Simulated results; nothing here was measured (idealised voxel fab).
Name of the process module below: voxel lift off
265 nm wide, 5 nm square cells: that's cross-section cut.
Format of a cross-section: grid, square cells. Given as bands. Order: top down. Band: one or more rows of cells.
A band entry consists of two parts. The first gives the height of the band's top and the height of its bottom, in nm. The rest lists the band's materials from left to right, each with its width in nm. A single material labelled with the word "all across" fills the band from edge to edge, and the word "air" marks empty space.
Beneath 0, the wafer as received is one material, and that level is where height counting begins. The lowest band goes on downward without a bottom; it is written like "0 and below".
Think of "30 to 40" as a width that walks from the first number to the second as you go down the band, top row to bottom row, taking equal-sized steps from row to row.
Reading "remained unchanged" for a step: not a cell of the cross-section changed in it.
Heads up: "Listed closed voids" only lists the empty pockets with no open path to the top that are 8 cells or more, and it writes them as width x height at distance, distance from the left edge, in nm.
Where a step's line continues beyond its settings, the continuation is a remark by the simulator itself on that step.
"overlay nm" on a masked step: distance the mask lay right of its planned place, negative for left.
THESE ARE THE STEPS WE PLANNED FOR THE PROCESS
| 1 | RECEIVE with material Si |
| 2 | CONFORMAL_DEP with material SiO2, thk nm 5 |
| 3 | PATTERN with tone open, mask id LINES, material resist, width nm 30, pitch nm 50, thk nm 25, overlay nm 0 |
| 4 | DIRECTIONAL_DEP with material Ru, thk nm 15 |
| 5 | STRIP with etch materials resist |
| 6 | CONFORMAL_DEP with material SiN, thk nm 5 |
THE CROSS-SECTION HERE SHOWS THE WAFER AS RECEIVED, I.E. IN ITS STATE AFTER STEP 1
0 and below  Si all across
Listed closed voids: none
FINAL CROSS-SECTION, MODULE RUN WITH ONE MISTAKE (START AND PLAN AS ABOVE)
25 down to 20  air 60 nm, SiO2 40 nm, air 10 nm, SiO2 40 nm, air 10 nm, SiO2 40 nm, air 65 nm
20 down to 10  air 60 nm, SiO2 5 nm, Ru 30 nm, SiO2 5 nm, air 10 nm, SiO2 5 nm, Ru 30 nm, SiO2 5 nm, air 10 nm, SiO2 5 nm, Ru 30 nm, SiO2 5 nm, air 65 nm
10 down to 5  SiO2 65 nm, Ru 30 nm, SiO2 20 nm, Ru 30 nm, SiO2 20 nm, Ru 30 nm, SiO2 70 nm
5 down to 0  SiO2 all across
0 and below  Si all across
Listed closed voids: none
Against the plan, the run slipped here: for step 6, the planned setting was not used; the step was instead run as CONFORMAL_DEP with material SiO2, thk nm 5
